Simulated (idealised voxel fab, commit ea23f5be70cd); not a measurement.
This is a process module. Its name is voxel gate over fins.
Square cell edge 5 nm, section width 265 nm, ID cut.
For the purposes of this document, a cross-section shall be understood as a grid of square cells, specified as bands listed in top-to-bottom order, each band consisting of one or more rows of cells.
Look at the band entry: it leads with the top's height and the bottom's height in nm. Then it lists the materials left to right, with a width in nm for each. The word "all across" on a single material says that material fills the band edge to edge. The word "air" is empty space.
For the purposes of this specification, 0 denotes the height below which the wafer in its as-received condition is composed wholly of one material, and the lowermost band, lacking a lower limit, extends downward without end, as expressed in "z 0 and below".
Graded width ("30->40"): value in top row of band = first number; value in bottom row = second number; row-to-row change constant.
"no modifications", as given for a step, is the statement that not any cell of the cross-section underwent a change during that step.
The entry "Fully closed voids" lists the empty spaces that cover at least 8 cells and have no open path to the top. Each is written as width x height at distance, where the distance is measured from the left edge and all three values are in nm.
Step line, after settings: the simulator's comment on this step.
overlay nm: mask right of planned place by this much (step with mask). Neg. = left.
Steps in the process plan
- 1: RECEIVE with material Si
- 2: CONFORMAL_DEP with material SiN, thk nm 10
- 3: DIRECTIONAL_DEP with material aC, thk nm 10
- 4: PATTERN with tone cover, mask id FINS, material resist, width nm 15, pitch nm 50, thk nm 25, overlay nm 0
- 5: DIRECTIONAL_ETCH with etch materials aC, depth nm 10
- 6: STRIP with etch materials resist
- 7: DIRECTIONAL_ETCH with etch materials SiN, depth nm 10
- 8: DIRECTIONAL_ETCH with etch materials Si, depth nm 30
- 9: STRIP with etch materials aC
- 10: FILL_DEP with material SiO2, thk nm 15
- 11: CMP with height nm 10
- 12: PATTERN with tone open, mask id RAIL, material resist, width nm 15, thk nm 20, overlay nm 0
- 13: DIRECTIONAL_ETCH with etch materials SiO2, depth nm 35
- 14: STRIP with etch materials resist
- 15: CONFORMAL_DEP with material TiN, thk nm 5
- 16: FILL_DEP with material Ru, thk nm 5
- 17: CMP with height nm 10
- 18: SELECTIVE_ETCH with etch materials W Ru TiN, depth nm 25
- 19: FILL_DEP with material SiO2, thk nm 5
- 20: CMP with height nm 10
- 21: SELECTIVE_ETCH with etch materials SiO2, depth nm 20
- 22: STRIP with etch materials SiN
- 23: CONFORMAL_DEP with material HfO2, thk nm 5
- 24: CONFORMAL_DEP with material TiN, thk nm 5
- 25: CONFORMAL_DEP with material TiAl, thk nm 5
- 26: CONFORMAL_DEP with material TiN, thk nm 5
- 27: FILL_DEP with material W, thk nm 10
- 28: CMP with height nm 25
- 29: CONFORMAL_DEP with material SiN, thk nm 5
Step 1 complete: cross-section of the wafer as received
    z 0 and below | Si all across
    Fully closed voids: none
Sectioned view, first of two wafers, at the close of the module, processed as intended in the plan
    z 30 to 25 | SiN all across
    z 25 to 20 | W all across
    z 20 to 15 | 55 nm W / 155 nm TiN / 55 nm W
    z 15 to 10 | 55 nm W / 5 nm TiN / 45 nm TiAl / 5 nm TiN / 45 nm TiAl / 5 nm TiN / 45 nm TiAl / 5 nm TiN / 55 nm W
    z 10 to 5 | 60 nm TiN / 5 nm TiAl / 35 nm TiN / 5 nm TiAl / 5 nm TiN / 5 nm TiAl / 35 nm TiN / 5 nm TiAl / 5 nm TiN / 5 nm TiAl / 35 nm TiN / 5 nm TiAl / 60 nm TiN
    z 5 to 0 | 65 nm TiAl / 5 nm TiN / 25 nm HfO2 / 5 nm TiN / 15 nm TiAl / 5 nm TiN / 25 nm HfO2 / 5 nm TiN / 15 nm TiAl / 5 nm TiN / 25 nm HfO2 / 5 nm TiN / 65 nm TiAl
    z 0 to -5 | 70 nm TiN / 5 nm HfO2 / 15 nm Si / 5 nm HfO2 / 25 nm TiN / 5 nm HfO2 / 15 nm Si / 5 nm HfO2 / 25 nm TiN / 5 nm HfO2 / 15 nm Si / 5 nm HfO2 / 70 nm TiN
    z -5 to -10 | 75 nm HfO2 / 15 nm Si / 35 nm HfO2 / 15 nm Si / 35 nm HfO2 / 15 nm Si / 75 nm HfO2
    z -10 to -15 | 75 nm SiO2 / 15 nm Si / 35 nm SiO2 / 15 nm Si / 35 nm SiO2 / 15 nm Si / 75 nm SiO2
    z -15 to -20 | 75 nm SiO2 / 15 nm Si / 10 nm SiO2 / 5 nm TiN / 5 nm Ru / 5 nm TiN / 10 nm SiO2 / 15 nm Si / 35 nm SiO2 / 15 nm Si / 75 nm SiO2
    z -20 to -25 | 75 nm SiO2 / 15 nm Si / 10 nm SiO2 / 15 nm TiN / 10 nm SiO2 / 15 nm Si / 35 nm SiO2 / 15 nm Si / 75 nm SiO2
    z -25 to -30 | 75 nm SiO2 / 15 nm Si / 35 nm SiO2 / 15 nm Si / 35 nm SiO2 / 15 nm Si / 75 nm SiO2
    z -30 and below | Si all across
    Fully closed voids: none
Second wafer cross-section at end of module - shared start and plan with the first, one mistake in the run
    z 30 to 25 | SiN all across
    z 25 to 20 | W all across
    z 20 to 15 | TiN all across
    z 15 to 10 | TiAl all across
    z 10 to 5 | TiN all across
    z 5 to 0 | 80 nm HfO2 / 5 nm TiN / 45 nm HfO2 / 5 nm TiN / 45 nm HfO2 / 5 nm TiN / 80 nm HfO2
    z 0 to -5 | 75 nm Si / 5 nm HfO2 / 5 nm TiN / 5 nm HfO2 / 35 nm Si / 5 nm HfO2 / 5 nm TiN / 5 nm HfO2 / 35 nm Si / 5 nm HfO2 / 5 nm TiN / 5 nm HfO2 / 75 nm Si
    z -5 to -10 | 75 nm Si / 15 nm HfO2 / 35 nm Si / 15 nm HfO2 / 35 nm Si / 15 nm HfO2 / 75 nm Si
    z -10 to -30 | 75 nm Si / 15 nm SiO2 / 35 nm Si / 15 nm SiO2 / 35 nm Si / 15 nm SiO2 / 75 nm Si
    z -30 and below | Si all across
    Fully closed voids: none
The mistake made against the process plan was this: it should be noted that step 4 was executed with settings other than those planned, the operation and settings actually applied being PATTERN with tone open, mask id FINS, material resist, width nm 15, pitch nm 50, thk nm 25, overlay nm 0
At the finish, the second wafer shows more or fewer cells for some materials than the first does: Ru -1; Si +210; SiO2 -134; TiAl -12; TiN -19; W -44
